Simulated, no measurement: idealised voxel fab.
Process module in this document: voxel capacitor over wiring
In the cross-section labelled cut, the width is 215 nm and each square cell is 5 nm.
Format of a cross-section: grid, square cells. Given as bands. Order: top down. Band: one or more rows of cells.
Band entry format. Leading values: height of top, height of bottom, nm. Remainder: materials in left-to-right order, each with its width in nm. Special words: "all across" on a single material, which then fills the band edge to edge; "blank", empty space.
Convention: height 0 is the level below which the wafer, as received, is all one material. The lowest band does not terminate at the bottom but continues downward, represented as "top 0, no bottom".
The notation "30->40" denotes a width that varies across the rows of cells in the band, beginning at the first number in the top row, finishing at the second number in the bottom row, and changing by an identical amount from each row to the next.
Take "nothing was modified" at face value: in the step it is given for, the cross-section changed in none of its cells.
Basically, "Unvented internal voids" tells you about the enclosed voids: empty spaces with no open way to the top, 8 cells or bigger, each written width x height at distance, where distance is from the left edge, all in nm.
Whatever follows a step's settings on its line is a remark the simulator itself makes about that step.
The "overlay nm" setting may appear on a step's line; for a step that uses a mask, it gives how far to the right of its planned position the mask lay, and a negative value indicates the left.

Process steps - plan:
step 1: RECEIVE,material Si
step 2: CONFORMAL_DEP,material SiO2,thk nm 10
step 3: DIRECTIONAL_DEP,material TiN,thk nm 5
step 4: DIRECTIONAL_DEP,material W,thk nm 15
step 5: PATTERN,tone cover,mask id METAL_1,material resist,width nm 25,pitch nm 95,thk nm 20,overlay nm 0
step 6: DIRECTIONAL_ETCH,etch materials W,depth nm 15
step 7: DIRECTIONAL_ETCH,etch materials TiN,depth nm 5
step 8: STRIP,etch materials resist
step 9: CONFORMAL_DEP,material SiN,thk nm 5
step 10: FILL_DEP,material lowk,thk nm 5
step 11: CMP,height nm 30
step 12: CONFORMAL_DEP,material SiCN,thk nm 5
step 13: DIRECTIONAL_DEP,material lowk,thk nm 10
step 14: PATTERN,tone open,mask id PLUG_1,material resist,width nm 15,thk nm 20,overlay nm 0
step 15: DIRECTIONAL_ETCH,etch materials lowk,depth nm 10
step 16: DIRECTIONAL_ETCH,etch materials SiCN,depth nm 5
step 17: STRIP,etch materials resist
step 18: CONFORMAL_DEP,material TiN,thk nm 5
step 19: FILL_DEP,material Ru,thk nm 10
step 20: CMP,height nm 45
step 21: DIRECTIONAL_DEP,material TiN,thk nm 10
step 22: DIRECTIONAL_DEP,material SiN,thk nm 5
step 23: DIRECTIONAL_DEP,material TiN,thk nm 5
step 24: MASKED_ETCH,tone cover,mask id UPPER_PLATE,width nm 75,etch materials TiN,depth nm 5,overlay nm 0
step 25: MASKED_ETCH,tone cover,mask id UPPER_PLATE,width nm 75,etch materials SiN,depth nm 5,overlay nm 0
step 26: DIRECTIONAL_DEP,material aC,thk nm 10
step 27: PATTERN,tone cover,mask id LOWER_PLATE,material resist,width nm 85,thk nm 30,overlay nm 0
step 28: DIRECTIONAL_ETCH,etch materials aC,depth nm 10
step 29: STRIP,etch materials resist
step 30: DIRECTIONAL_ETCH,etch materials TiN,depth nm 10
step 31: STRIP,etch materials aC
step 32: FILL_DEP,material SiO2,thk nm 15
step 33: CMP,height nm 75
step 34: PATTERN,tone open,mask id PLUG_2,material resist,width nm 15,thk nm 20,overlay nm 0
step 35: DIRECTIONAL_ETCH,etch materials SiO2,depth nm 10
step 36: STRIP,etch materials resist
step 37: CONFORMAL_DEP,material TiN,thk nm 5
step 38: FILL_DEP,material Ru,thk nm 5
step 39: CMP,height nm 75
step 40: CONFORMAL_DEP,material SiCN,thk nm 5

On the first of the two wafers: run conducted according to plan:

Cross-section of the wafer at receipt, which is the condition after step 1:
    top 0, no bottom | Si all across
    Unvented internal voids: none

The wafer in cross-section once step 2 is complete:
    top 10, bottom 0 | SiO2 all across
    Beneath the level 0, the cross-section is identical to its previous state.

The wafer in cross-section once step 3 is complete:
    top 15, bottom 10 | TiN all across
    Beneath the level 10, the cross-section is identical to its previous state.

The wafer in cross-section once step 4 is complete:
    top 30, bottom 15 | W all across
    Beneath the level 15, the cross-section is identical to its previous state.

The wafer in cross-section once step 5 is complete:
    top 50, bottom 30 | blank (45)  resist (25)  blank (70)  resist (25)  blank (50)
    Beneath the level 30, the cross-section is identical to its previous state.

The wafer in cross-section once step 6 is complete:
    top 50, bottom 30 | blank (45)  resist (25)  blank (70)  resist (25)  blank (50)
    top 30, bottom 15 | blank (45)  W (25)  blank (70)  W (25)  blank (50)
    Beneath the level 15, the cross-section is identical to its previous state.

The wafer in cross-section once step 7 is complete:
    top 50, bottom 30 | blank (45)  resist (25)  blank (70)  resist (25)  blank (50)
    top 30, bottom 15 | blank (45)  W (25)  blank (70)  W (25)  blank (50)
    top 15, bottom 10 | blank (45)  TiN (25)  blank (70)  TiN (25)  blank (50)
    Beneath the level 10, the cross-section is identical to its previous state.

The wafer in cross-section once step 8 is complete:
    top 30, bottom 15 | blank (45)  W (25)  blank (70)  W (25)  blank (50)
    Beneath the level 15, the cross-section is identical to its previous state.

The wafer in cross-section once step 9 is complete:
    top 35, bottom 30 | blank (40)  SiN (35)  blank (60)  SiN (35)  blank (45)
    top 30, bottom 15 | blank (40)  SiN (5)  W (25)  SiN (5)  blank (60)  SiN (5)  W (25)  SiN (5)  blank (45)
    top 15, bottom 10 | SiN (45)  TiN (25)  SiN (70)  TiN (25)  SiN (50)
    Beneath the level 10, the cross-section is identical to its previous state.

The wafer in cross-section once step 10 is complete:
    top 40, bottom 35 | lowk all across
    top 35, bottom 30 | lowk (40)  SiN (35)  lowk (60)  SiN (35)  lowk (45)
    top 30, bottom 15 | lowk (40)  SiN (5)  W (25)  SiN (5)  lowk (60)  SiN (5)  W (25)  SiN (5)  lowk (45)
    Beneath the level 15, the cross-section is identical to its previous state.

The wafer in cross-section once step 11 is complete:
    top 30, bottom 15 | lowk (40)  SiN (5)  W (25)  SiN (5)  lowk (60)  SiN (5)  W (25)  SiN (5)  lowk (45)
    Beneath the level 15, the cross-section is identical to its previous state.

The wafer in cross-section once step 12 is complete:
    top 35, bottom 30 | SiCN all across
    Beneath the level 30, the cross-section is identical to its previous state.

The wafer in cross-section once step 13 is complete:
    top 45, bottom 35 | lowk all across
    Beneath the level 35, the cross-section is identical to its previous state.

The wafer in cross-section once step 14 is complete:
    top 65, bottom 45 | resist (55)  blank (15)  resist (145)
    Beneath the level 45, the cross-section is identical to its previous state.

The wafer in cross-section once step 15 is complete:
    top 65, bottom 45 | resist (55)  blank (15)  resist (145)
    top 45, bottom 35 | lowk (55)  blank (15)  lowk (145)
    Beneath the level 35, the cross-section is identical to its previous state.

The wafer in cross-section once step 16 is complete:
    top 65, bottom 45 | resist (55)  blank (15)  resist (145)
    top 45, bottom 35 | lowk (55)  blank (15)  lowk (145)
    top 35, bottom 30 | SiCN (55)  blank (15)  SiCN (145)
    Beneath the level 30, the cross-section is identical to its previous state.

The wafer in cross-section once step 17 is complete:
    top 45, bottom 35 | lowk (55)  blank (15)  lowk (145)
    Beneath the level 35, the cross-section is identical to its previous state.

The wafer in cross-section once step 18 is complete:
    top 50, bottom 45 | TiN (60)  blank (5)  TiN (150)
    top 45, bottom 35 | lowk (55)  TiN (5)  blank (5)  TiN (5)  lowk (145)
    top 35, bottom 30 | SiCN (55)  TiN (15)  SiCN (145)
    Beneath the level 30, the cross-section is identical to its previous state.

The wafer in cross-section once step 19 is complete:
    top 60, bottom 50 | Ru all across
    top 50, bottom 45 | TiN (60)  Ru (5)  TiN (150)
    top 45, bottom 35 | lowk (55)  TiN (5)  Ru (5)  TiN (5)  lowk (145)
    Beneath the level 35, the cross-section is identical to its previous state.

The wafer in cross-section once step 20 is complete:
    top 45, bottom 35 | lowk (55)  TiN (5)  Ru (5)  TiN (5)  lowk (145)
    Beneath the level 35, the cross-section is identical to its previous state.

The wafer in cross-section once step 21 is complete:
    top 55, bottom 45 | TiN all across
    Beneath the level 45, the cross-section is identical to its previous state.

The wafer in cross-section once step 22 is complete:
    top 60, bottom 55 | SiN all across
    Beneath the level 55, the cross-section is identical to its previous state.

The wafer in cross-section once step 23 is complete:
    top 65, bottom 60 | TiN all across
    Beneath the level 60, the cross-section is identical to its previous state.

The wafer in cross-section once step 24 is complete:
    top 65, bottom 60 | blank (55)  TiN (75)  blank (85)
    Beneath the level 60, the cross-section is identical to its previous state.

The wafer in cross-section once step 25 is complete:
    top 65, bottom 60 | blank (55)  TiN (75)  blank (85)
    top 60, bottom 55 | blank (55)  SiN (75)  blank (85)
    Beneath the level 55, the cross-section is identical to its previous state.

The wafer in cross-section once step 26 is complete:
    top 75, bottom 65 | blank (55)  aC (75)  blank (85)
    top 65, bottom 60 | aC (55)  TiN (75)  aC (85)
    top 60, bottom 55 | aC (55)  SiN (75)  aC (85)
    Beneath the level 55, the cross-section is identical to its previous state.

The wafer in cross-section once step 27 is complete:
    top 105, bottom 75 | blank (50)  resist (85)  blank (80)
    top 75, bottom 65 | blank (50)  resist (5)  aC (75)  resist (5)  blank (80)
    Beneath the level 65, the cross-section is identical to its previous state.

The wafer in cross-section once step 28 is complete:
    top 95, bottom 75 | blank (50)  resist (85)  blank (80)
    top 75, bottom 65 | blank (50)  resist (5)  aC (75)  resist (5)  blank (80)
    top 65, bottom 60 | blank (50)  aC (5)  TiN (75)  aC (5)  blank (80)
    top 60, bottom 55 | blank (50)  aC (5)  SiN (75)  aC (5)  blank (80)
    Beneath the level 55, the cross-section is identical to its previous state.

The wafer in cross-section once step 29 is complete:
    top 75, bottom 65 | blank (55)  aC (75)  blank (85)
    Beneath the level 65, the cross-section is identical to its previous state.

The wafer in cross-section once step 30 is complete:
    top 75, bottom 65 | blank (55)  aC (75)  blank (85)
    top 65, bottom 60 | blank (50)  aC (5)  TiN (75)  aC (5)  blank (80)
    top 60, bottom 55 | blank (50)  aC (5)  SiN (75)  aC (5)  blank (80)
    top 55, bottom 45 | blank (50)  TiN (85)  blank (80)
    Beneath the level 45, the cross-section is identical to its previous state.

The wafer in cross-section once step 31 is complete:
    top 65, bottom 60 | blank (55)  TiN (75)  blank (85)
    top 60, bottom 55 | blank (55)  SiN (75)  blank (85)
    Beneath the level 55, the cross-section is identical to its previous state.

The wafer in cross-section once step 32 is complete:
    top 80, bottom 65 | SiO2 all across
    top 65, bottom 60 | SiO2 (55)  TiN (75)  SiO2 (85)
    top 60, bottom 55 | SiO2 (55)  SiN (75)  SiO2 (85)
    top 55, bottom 45 | SiO2 (50)  TiN (85)  SiO2 (80)
    Beneath the level 45, the cross-section is identical to its previous state.

The wafer in cross-section once step 33 is complete:
    top 75, bottom 65 | SiO2 all across
    Beneath the level 65, the cross-section is identical to its previous state.

The wafer in cross-section once step 34 is complete:
    top 95, bottom 75 | resist (65)  blank (15)  resist (135)
    Beneath the level 75, the cross-section is identical to its previous state.

The wafer in cross-section once step 35 is complete:
    top 95, bottom 75 | resist (65)  blank (15)  resist (135)
    top 75, bottom 65 | SiO2 (65)  blank (15)  SiO2 (135)
    Beneath the level 65, the cross-section is identical to its previous state.

The wafer in cross-section once step 36 is complete:
    top 75, bottom 65 | SiO2 (65)  blank (15)  SiO2 (135)
    Beneath the level 65, the cross-section is identical to its previous state.

The wafer in cross-section once step 37 is complete:
    top 80, bottom 75 | TiN (70)  blank (5)  TiN (140)
    top 75, bottom 70 | SiO2 (65)  TiN (5)  blank (5)  TiN (5)  SiO2 (135)
    top 70, bottom 60 | SiO2 (65->55)  TiN (15->75)  SiO2 (135->85)
    Beneath the level 60, the cross-section is identical to its previous state.

The wafer in cross-section once step 38 is complete:
    top 85, bottom 80 | Ru all across
    top 80, bottom 75 | TiN (70)  Ru (5)  TiN (140)
    top 75, bottom 70 | SiO2 (65)  TiN (5)  Ru (5)  TiN (5)  SiO2 (135)
    Beneath the level 70, the cross-section is identical to its previous state.

The wafer in cross-section once step 39 is complete:
    top 75, bottom 70 | SiO2 (65)  TiN (5)  Ru (5)  TiN (5)  SiO2 (135)
    Beneath the level 70, the cross-section is identical to its previous state.

The wafer in cross-section once step 40 is complete:
    top 80, bottom 75 | SiCN all across
    Beneath the level 75, the cross-section is identical to its previous state.

Second wafer: same start and same plan as the first, one execution error; identical to the first through step 33:

Cross-section of the second wafer corresponding to the planned conclusion of step 34:
    top 95, bottom 75 | resist (60)  blank (25)  resist (130)
    Beneath the level 75, the cross-section is identical to its previous state.

Cross-section of the second wafer corresponding to the planned conclusion of step 35:
    top 95, bottom 75 | resist (60)  blank (25)  resist (130)
    top 75, bottom 65 | SiO2 (60)  blank (25)  SiO2 (130)
    Beneath the level 65, the cross-section is identical to its previous state.

Cross-section of the second wafer corresponding to the planned conclusion of step 36:
    top 75, bottom 65 | SiO2 (60)  blank (25)  SiO2 (130)
    Beneath the level 65, the cross-section is identical to its previous state.

Cross-section of the second wafer corresponding to the planned conclusion of step 37:
    top 80, bottom 75 | TiN (65)  blank (15)  TiN (135)
    top 75, bottom 70 | SiO2 (60)  TiN (5)  blank (15)  TiN (5)  SiO2 (130)
    top 70, bottom 60 | SiO2 (60->55)  TiN (25->75)  SiO2 (130->85)
    Beneath the level 60, the cross-section is identical to its previous state.

Cross-section of the second wafer corresponding to the planned conclusion of step 38:
    top 85, bottom 80 | Ru all across
    top 80, bottom 75 | TiN (65)  Ru (15)  TiN (135)
    top 75, bottom 70 | SiO2 (60)  TiN (5)  Ru (15)  TiN (5)  SiO2 (130)
    Beneath the level 70, the cross-section is identical to its previous state.

Cross-section of the second wafer corresponding to the planned conclusion of step 39:
    top 75, bottom 70 | SiO2 (60)  TiN (5)  Ru (15)  TiN (5)  SiO2 (130)
    Beneath the level 70, the cross-section is identical to its previous state.

Cross-section of the second wafer corresponding to the planned conclusion of step 40:
    top 80, bottom 75 | SiCN all across
    Beneath the level 75, the cross-section is identical to its previous state.
Processing error: step 34 was processed under conditions differing from the plan, specifically as PATTERN,tone open,mask id PLUG_2,material resist,width nm 25,thk nm 20,overlay nm 0
at the end the second wafer has, in cells: Ru +2; SiO2 -4; TiN +2
